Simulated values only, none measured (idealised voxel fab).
Proc. module: voxel gate over fins
The cross-section shown here is cut; it is 205 nm wide and divided into square cells measuring 5 nm on a side.
Think of the cross-section as a grid of square cells. We describe it in bands, top to bottom, and each band covers one or more rows of those cells. Per band: top height and bottom height in nm, followed by the left-to-right materials and their widths in nm; "throughout" marks a single material spanning edge to edge, "air" marks empty space. The reference from which all heights are counted is 0, the level beneath which the as-received wafer is entirely one material; the lowest band, having no lower bound, proceeds downward and is written after the example "0 down". A width such as "30 to 40" changes by the same amount from each row of cells to the next, from the band's top row to its bottom row. It should be understood that the words "stayed the same", when stated for a given step, signify that the cross-section underwent no change in any of its cells during that step. Closed empty spaces (no open way to the top) of 8 cells or more are what "Tabulated closed voids" lists, each as width x height at distance from the left edge, nm for all three. Step line, after settings: the simulator's comment on this step. On any step carrying a mask, the "overlay nm" setting, if present on the step's line, tells how far right of its planned place the mask lay; negative values point to the left.

Set out below are the planned steps of the process:
- 1: RECEIVE, material Si
- 2: CONFORMAL_DEP, material SiN, thk nm 5
- 3: MASKED_ETCH, tone cover, mask id FINS, width nm 15, pitch nm 40, etch materials SiN, depth nm 5, overlay nm 0
- 4: MASKED_ETCH, tone cover, mask id FINS, width nm 15, pitch nm 40, etch materials Si, depth nm 40, overlay nm 0
- 5: OXIDIZE, depth nm 5
- 6: FILL_DEP, material SiO2, thk nm 5
- 7: CMP, height nm 5
- 8: SELECTIVE_ETCH, etch materials SiO2, depth nm 15
- 9: STRIP, etch materials SiN
- 10: CONFORMAL_DEP, material HfO2, thk nm 5
- 11: CONFORMAL_DEP, material TiN, thk nm 5
- 12: FILL_DEP, material W, thk nm 15
- 13: CMP, height nm 20
- 14: CONFORMAL_DEP, material SiCN, thk nm 10

First of the two wafers, run per plan:

As-received wafer cross-section (after step 1):
> 0 down  Si throughout
> Tabulated closed voids: none

After step 2: wafer cross-section:
> 5 to 0  SiN throughout
> Whatever lies below 0 is exactly as it was before.

After step 3: wafer cross-section:
> 5 to 0  air (75), then SiN (15), then air (25), then SiN (15), then air (75)
> Whatever lies below 0 is exactly as it was before.

After step 4: wafer cross-section:
> 5 to 0  air (75), then SiN (15), then air (25), then SiN (15), then air (75)
> 0 to -40  air (75), then Si (15), then air (25), then Si (15), then air (75)
> Whatever lies below -40 is exactly as it was before.

After step 5: wafer cross-section:
> 5 to 0  air (75), then SiN (15), then air (25), then SiN (15), then air (75)
> 0 to -40  air (75), then SiO2 (5), then Si (5), then SiO2 (5), then air (25), then SiO2 (5), then Si (5), then SiO2 (5), then air (75)
> -40 to -45  SiO2 (80), then Si (5), then SiO2 (35), then Si (5), then SiO2 (80)
> Whatever lies below -45 is exactly as it was before.

After step 6: wafer cross-section:
> 10 to 5  SiO2 throughout
> 5 to 0  SiO2 (75), then SiN (15), then SiO2 (25), then SiN (15), then SiO2 (75)
> 0 to -45  SiO2 (80), then Si (5), then SiO2 (35), then Si (5), then SiO2 (80)
> Whatever lies below -45 is exactly as it was before.

After step 7: wafer cross-section:
> 5 to 0  SiO2 (75), then SiN (15), then SiO2 (25), then SiN (15), then SiO2 (75)
> Whatever lies below 0 is exactly as it was before.

After step 8: wafer cross-section:
> 5 to 0  air (75), then SiN (15), then air (25), then SiN (15), then air (75)
> 0 to -10  air (80), then Si (5), then air (35), then Si (5), then air (80)
> Whatever lies below -10 is exactly as it was before.

After step 9: wafer cross-section:
> 0 to -10  air (80), then Si (5), then air (35), then Si (5), then air (80)
> Whatever lies below -10 is exactly as it was before.

After step 10: wafer cross-section:
> 5 to 0  air (75), then HfO2 (15), then air (25), then HfO2 (15), then air (75)
> 0 to -5  air (75), then HfO2 (5), then Si (5), then HfO2 (5), then air (25), then HfO2 (5), then Si (5), then HfO2 (5), then air (75)
> -5 to -10  HfO2 (80), then Si (5), then HfO2 (35), then Si (5), then HfO2 (80)
> Whatever lies below -10 is exactly as it was before.

After step 11: wafer cross-section:
> 10 to 5  air (70), then TiN (25), then air (15), then TiN (25), then air (70)
> 5 to 0  air (70), then TiN (5), then HfO2 (15), then TiN (5), then air (15), then TiN (5), then HfO2 (15), then TiN (5), then air (70)
> 0 to -5  TiN (75), then HfO2 (5), then Si (5), then HfO2 (5), then TiN (25), then HfO2 (5), then Si (5), then HfO2 (5), then TiN (75)
> Whatever lies below -5 is exactly as it was before.

After step 12: wafer cross-section:
> 25 to 10  W throughout
> 10 to 5  W (70), then TiN (25), then W (15), then TiN (25), then W (70)
> 5 to 0  W (70), then TiN (5), then HfO2 (15), then TiN (5), then W (15), then TiN (5), then HfO2 (15), then TiN (5), then W (70)
> Whatever lies below 0 is exactly as it was before.

After step 13: wafer cross-section:
> 20 to 10  W throughout
> Whatever lies below 10 is exactly as it was before.

After step 14: wafer cross-section:
> 30 to 20  SiCN throughout
> Whatever lies below 20 is exactly as it was before.

Companion wafer, the second of two: same beginning, same intended sequence, one mistake in carrying it out; through step 1 inclusive it tracks the first exactly:

The second wafer cut through, at the time step 2 was supposed to be finished: stayed the same

The second wafer cut through, at the time step 3 was supposed to be finished: stayed the same

The second wafer cut through, at the time step 4 was supposed to be finished:
> 0 to -40  air (75), then Si (15), then air (25), then Si (15), then air (75)
> Whatever lies below -40 is exactly as it was before.

The second wafer cut through, at the time step 5 was supposed to be finished:
> 0 to -5  air (75), then SiO2 (15), then air (25), then SiO2 (15), then air (75)
> -5 to -40  air (75), then SiO2 (5), then Si (5), then SiO2 (5), then air (25), then SiO2 (5), then Si (5), then SiO2 (5), then air (75)
> -40 to -45  SiO2 (80), then Si (5), then SiO2 (35), then Si (5), then SiO2 (80)
> Whatever lies below -45 is exactly as it was before.

The second wafer cut through, at the time step 6 was supposed to be finished:
> 5 to -5  SiO2 throughout
> -5 to -45  SiO2 (80), then Si (5), then SiO2 (35), then Si (5), then SiO2 (80)
> Whatever lies below -45 is exactly as it was before.

The second wafer cut through, at the time step 7 was supposed to be finished: stayed the same

The second wafer cut through, at the time step 8 was supposed to be finished:
> -5 to -10  air (80), then Si (5), then air (35), then Si (5), then air (80)
> Whatever lies below -10 is exactly as it was before.

The second wafer cut through, at the time step 9 was supposed to be finished: stayed the same

The second wafer cut through, at the time step 10 was supposed to be finished:
> 0 to -5  air (75), then HfO2 (15), then air (25), then HfO2 (15), then air (75)
> -5 to -10  HfO2 (80), then Si (5), then HfO2 (35), then Si (5), then HfO2 (80)
> Whatever lies below -10 is exactly as it was before.

The second wafer cut through, at the time step 11 was supposed to be finished:
> 5 to 0  air (70), then TiN (25), then air (15), then TiN (25), then air (70)
> 0 to -5  TiN (75), then HfO2 (15), then TiN (25), then HfO2 (15), then TiN (75)
> Whatever lies below -5 is exactly as it was before.

The second wafer cut through, at the time step 12 was supposed to be finished:
> 20 to 5  W throughout
> 5 to 0  W (70), then TiN (25), then W (15), then TiN (25), then W (70)
> Whatever lies below 0 is exactly as it was before.

The second wafer cut through, at the time step 13 was supposed to be finished: stayed the same

The second wafer cut through, at the time step 14 was supposed to be finished:
> 30 to 20  SiCN throughout
> Whatever lies below 20 is exactly as it was before.
What was done differently from what was planned? execution of step 2 of the plan did not take place, the step having been omitted
Once processing is complete, comparing cell counts shows that the second wafer has more or fewer of certain materials than the first: -4 HfO2, -2 Si, -4 TiN, +10 W
